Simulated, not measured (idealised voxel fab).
Herein follows the process module entitled voxel double patterning.
140 nm wide, 5 nm square cells: that's cross-section cut.
The cross-sections in this document take the form of a grid made of square cells. They are written out as bands, in order from top to bottom. Each band consists of one or more rows of cells.
Band: top and bottom heights (nm) first, top before bottom; then materials from left to right, widths in nm. "throughout" marks a sole material filling the band edge to edge. "blank" denotes empty space.
Heads up on the height convention: 0 is the point under which the incoming wafer is all one material, and the lowest band has no bottom, it just keeps going down, like "z 0 and below".
The width entry "30->40" should be interpreted row by row: the top row of cells in the band takes the first number, the bottom row takes the second number, and the change between adjacent rows is uniform throughout.
"no alterations made" for a step: no cell of the cross-section changed in that step.
Listed in "Sealed void inventory": every empty space of 8 or more cells without an open way to the top. Form: width x height at distance, the distance being from the left edge, all in nm.
after a step's settings: what the simulator itself notes on the step
overlay nm: mask offset rightward from planned place, masked step; negative means leftward offset.
### Process steps foreseen in the plan
1. RECEIVE,material Si
2. CONFORMAL_DEP,material SiO2,thk nm 5
3. DIRECTIONAL_DEP,material W,thk nm 15
4. DIRECTIONAL_DEP,material SiN,thk nm 5
5. MASKED_ETCH,tone open,mask id FIRST,width nm 15,pitch nm 50,etch materials SiN,depth nm 5,overlay nm 0
6. MASKED_ETCH,tone open,mask id SECOND,width nm 15,etch materials SiN,depth nm 5,overlay nm 0
7. DIRECTIONAL_ETCH,etch materials W,depth nm 5
8. STRIP,etch materials SiN
The plan's step 7 depth nm is the first wafer's value; the wafers differ in this setting and start identical.
### So this is the first of several wafers, cross-sectioned as it came to us, meaning it's at the end of step 1
	z 0 and below = Si throughout
	Sealed void inventory: none
### Note: the following table is arranged by wafer, a row apiece. Each row reports the end-of-module state: per material, cells gained (+) or cells lost (-) compared with the wafer as received; closed voids follow
depth nm 5; +28 SiO2; +75 W; Sealed void inventory: none
depth nm 10; +28 SiO2; +66 W; Sealed void inventory: none
depth nm 15; +28 SiO2; +57 W; Sealed void inventory: none
depth nm 20; +28 SiO2; +57 W; Sealed void inventory: none
depth nm 25; +28 SiO2; +57 W; Sealed void inventory: none
depth nm 30; +28 SiO2; +57 W; Sealed void inventory: none
